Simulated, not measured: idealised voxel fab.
process module | voxel air gaps
cross-section cut | 295 nm wide | cells 5 nm
A cross-section is a grid of square cells, given in bands from the top down. A band is one or more rows of cells.
Each band's line starts with the height of the band's top and of its bottom, in nm. Then come its materials from left to right, each with its width in nm. One material with "throughout" fills the band from edge to edge. "air" is empty space.
Height 0 is the level under which the wafer as received is all one material. The lowest band goes on downwards, as in "0 down".
A width such as "30 to 40" changes by the same amount from each row of cells to the next, from the band's top row to its bottom row.
"no change" after a step means that no cell of the cross-section changed.
closed voids: empty space of 8 cells or more with no open way to the top, each as width x height at its distance from the left edge, in nm
after a step's settings: what the simulator itself notes on the step
overlay nm, on a step with a mask: how far to the right of its planned place the mask lay; to the left if negative
plan
1 op RECEIVE | material Si
2 op CONFORMAL_DEP | material SiO2 | thk nm 10
3 op CONFORMAL_DEP | material SiCN | thk nm 5
4 op DIRECTIONAL_DEP | material SiO2 | thk nm 30
5 op PATTERN | tone open | mask id LINES | material resist | width nm 25 | pitch nm 55 | thk nm 15 | overlay nm 0
6 op DIRECTIONAL_ETCH | etch materials SiO2 | depth nm 30
7 op STRIP | etch materials resist
8 op CONFORMAL_DEP | material TiN | thk nm 5
9 op FILL_DEP | material Ru | thk nm 5
10 op CMP | height nm 45
11 op EPI | material Ru | thk nm 10
12 op SELECTIVE_ETCH | etch materials SiO2 | depth nm 40
13 op CONFORMAL_DEP | material SiCN | thk nm 5
first wafer, as planned
as received, after step 1
  0 down: Si throughout
  closed voids: none
after step 2
  10 to 0: SiO2 throughout
  below 0: unchanged
after step 3
  15 to 10: SiCN throughout
  below 10: unchanged
after step 4
  45 to 15: SiO2 throughout
  below 15: unchanged
after step 5
  60 to 45: resist 50 | air 25 | resist 30 | air 25 | resist 30 | air 25 | resist 30 | air 25 | resist 55
  below 45: unchanged
after step 6
  60 to 45: resist 50 | air 25 | resist 30 | air 25 | resist 30 | air 25 | resist 30 | air 25 | resist 55
  45 to 15: SiO2 50 | air 25 | SiO2 30 | air 25 | SiO2 30 | air 25 | SiO2 30 | air 25 | SiO2 55
  below 15: unchanged
after step 7
  45 to 15: SiO2 50 | air 25 | SiO2 30 | air 25 | SiO2 30 | air 25 | SiO2 30 | air 25 | SiO2 55
  below 15: unchanged
after step 8
  50 to 45: TiN 55 | air 15 | TiN 40 | air 15 | TiN 40 | air 15 | TiN 40 | air 15 | TiN 60
  45 to 20: SiO2 50 | TiN 5 | air 15 | TiN 5 | SiO2 30 | TiN 5 | air 15 | TiN 5 | SiO2 30 | TiN 5 | air 15 | TiN 5 | SiO2 30 | TiN 5 | air 15 | TiN 5 | SiO2 55
  20 to 15: SiO2 50 | TiN 25 | SiO2 30 | TiN 25 | SiO2 30 | TiN 25 | SiO2 30 | TiN 25 | SiO2 55
  below 15: unchanged
after step 9
  55 to 50: Ru throughout
  50 to 45: TiN 55 | Ru 15 | TiN 40 | Ru 15 | TiN 40 | Ru 15 | TiN 40 | Ru 15 | TiN 60
  45 to 20: SiO2 50 | TiN 5 | Ru 15 | TiN 5 | SiO2 30 | TiN 5 | Ru 15 | TiN 5 | SiO2 30 | TiN 5 | Ru 15 | TiN 5 | SiO2 30 | TiN 5 | Ru 15 | TiN 5 | SiO2 55
  below 20: unchanged
after step 10
  45 to 20: SiO2 50 | TiN 5 | Ru 15 | TiN 5 | SiO2 30 | TiN 5 | Ru 15 | TiN 5 | SiO2 30 | TiN 5 | Ru 15 | TiN 5 | SiO2 30 | TiN 5 | Ru 15 | TiN 5 | SiO2 55
  below 20: unchanged
after step 11
  55 to 45: air 40 | Ru 45 | air 10 | Ru 45 | air 10 | Ru 45 | air 10 | Ru 45 | air 45
  below 45: unchanged
after step 12
  55 to 45: air 40 | Ru 45 | air 10 | Ru 45 | air 10 | Ru 45 | air 10 | Ru 45 | air 45
  45 to 20: air 50 | TiN 5 | Ru 15 | TiN 5 | air 30 | TiN 5 | Ru 15 | TiN 5 | air 30 | TiN 5 | Ru 15 | TiN 5 | air 30 | TiN 5 | Ru 15 | TiN 5 | air 55
  20 to 15: air 50 | TiN 25 | air 30 | TiN 25 | air 30 | TiN 25 | air 30 | TiN 25 | air 55
  below 15: unchanged
after step 13
  60 to 55: air 35 | SiCN 220 | air 40
  55 to 45: air 35 | SiCN 5 | Ru 45 | SiCN 10 | Ru 45 | SiCN 10 | Ru 45 | SiCN 10 | Ru 45 | SiCN 5 | air 40
  45 to 40: air 35 | SiCN 15 | TiN 5 | Ru 15 | TiN 5 | SiCN 30 | TiN 5 | Ru 15 | TiN 5 | SiCN 30 | TiN 5 | Ru 15 | TiN 5 | SiCN 30 | TiN 5 | Ru 15 | TiN 5 | SiCN 15 | air 40
  40 to 20: air 45 | SiCN 5 | TiN 5 | Ru 15 | TiN 5 | SiCN 5 | air 20 | SiCN 5 | TiN 5 | Ru 15 | TiN 5 | SiCN 5 | air 20 | SiCN 5 | TiN 5 | Ru 15 | TiN 5 | SiCN 5 | air 20 | SiCN 5 | TiN 5 | Ru 15 | TiN 5 | SiCN 5 | air 50
  20 to 15: SiCN 50 | TiN 25 | SiCN 30 | TiN 25 | SiCN 30 | TiN 25 | SiCN 30 | TiN 25 | SiCN 55
  below 15: unchanged
  closed voids: 20 x 20 at 80; 20 x 20 at 135; 20 x 20 at 190
second wafer: like start, like plan, one mistake. Through step 4 it matches the first wafer
when step 5 should have ended
  60 to 45: air 50 | resist 25 | air 30 | resist 25 | air 30 | resist 25 | air 30 | resist 25 | air 55
  below 45: unchanged
when step 6 should have ended
  60 to 45: air 50 | resist 25 | air 30 | resist 25 | air 30 | resist 25 | air 30 | resist 25 | air 55
  45 to 15: air 50 | SiO2 25 | air 30 | SiO2 25 | air 30 | SiO2 25 | air 30 | SiO2 25 | air 55
  below 15: unchanged
when step 7 should have ended
  45 to 15: air 50 | SiO2 25 | air 30 | SiO2 25 | air 30 | SiO2 25 | air 30 | SiO2 25 | air 55
  below 15: unchanged
when step 8 should have ended
  50 to 45: air 45 | TiN 35 | air 20 | TiN 35 | air 20 | TiN 35 | air 20 | TiN 35 | air 50
  45 to 20: air 45 | TiN 5 | SiO2 25 | TiN 5 | air 20 | TiN 5 | SiO2 25 | TiN 5 | air 20 | TiN 5 | SiO2 25 | TiN 5 | air 20 | TiN 5 | SiO2 25 | TiN 5 | air 50
  20 to 15: TiN 50 | SiO2 25 | TiN 30 | SiO2 25 | TiN 30 | SiO2 25 | TiN 30 | SiO2 25 | TiN 55
  below 15: unchanged
when step 9 should have ended
  55 to 50: Ru throughout
  50 to 45: Ru 45 | TiN 35 | Ru 20 | TiN 35 | Ru 20 | TiN 35 | Ru 20 | TiN 35 | Ru 50
  45 to 20: Ru 45 | TiN 5 | SiO2 25 | TiN 5 | Ru 20 | TiN 5 | SiO2 25 | TiN 5 | Ru 20 | TiN 5 | SiO2 25 | TiN 5 | Ru 20 | TiN 5 | SiO2 25 | TiN 5 | Ru 50
  below 20: unchanged
when step 10 should have ended
  45 to 20: Ru 45 | TiN 5 | SiO2 25 | TiN 5 | Ru 20 | TiN 5 | SiO2 25 | TiN 5 | Ru 20 | TiN 5 | SiO2 25 | TiN 5 | Ru 20 | TiN 5 | SiO2 25 | TiN 5 | Ru 50
  below 20: unchanged
when step 11 should have ended
  55 to 45: Ru 60 | air 5 | Ru 50 | air 5 | Ru 50 | air 5 | Ru 50 | air 5 | Ru 65
  below 45: unchanged
when step 12 should have ended
  55 to 45: Ru 60 | air 5 | Ru 50 | air 5 | Ru 50 | air 5 | Ru 50 | air 5 | Ru 65
  45 to 20: Ru 45 | TiN 5 | air 25 | TiN 5 | Ru 20 | TiN 5 | air 25 | TiN 5 | Ru 20 | TiN 5 | air 25 | TiN 5 | Ru 20 | TiN 5 | air 25 | TiN 5 | Ru 50
  20 to 15: TiN 50 | air 25 | TiN 30 | air 25 | TiN 30 | air 25 | TiN 30 | air 25 | TiN 55
  below 15: unchanged
when step 13 should have ended
  60 to 55: SiCN throughout
  55 to 45: Ru 60 | SiCN 5 | Ru 50 | SiCN 5 | Ru 50 | SiCN 5 | Ru 50 | SiCN 5 | Ru 65
  45 to 40: Ru 45 | TiN 5 | SiCN 25 | TiN 5 | Ru 20 | TiN 5 | SiCN 25 | TiN 5 | Ru 20 | TiN 5 | SiCN 25 | TiN 5 | Ru 20 | TiN 5 | SiCN 25 | TiN 5 | Ru 50
  40 to 20: Ru 45 | TiN 5 | SiCN 5 | air 15 | SiCN 5 | TiN 5 | Ru 20 | TiN 5 | SiCN 5 | air 15 | SiCN 5 | TiN 5 | Ru 20 | TiN 5 | SiCN 5 | air 15 | SiCN 5 | TiN 5 | Ru 20 | TiN 5 | SiCN 5 | air 15 | SiCN 5 | TiN 5 | Ru 50
  20 to 15: TiN 50 | SiCN 25 | TiN 30 | SiCN 25 | TiN 30 | SiCN 25 | TiN 30 | SiCN 25 | TiN 55
  below 15: unchanged
  closed voids: 15 x 20 at 55; 15 x 20 at 110; 15 x 20 at 165; 15 x 20 at 220
what went wrong: step 5 ran as: op PATTERN | tone cover | mask id LINES | material resist | width nm 25 | pitch nm 55 | thk nm 15 | overlay nm 0
at the end the second wafer has, in cells: 133 more of Ru | 16 fewer of SiCN | 19 more of TiN
closed voids at the end (first wafer, second wafer): 3, 4
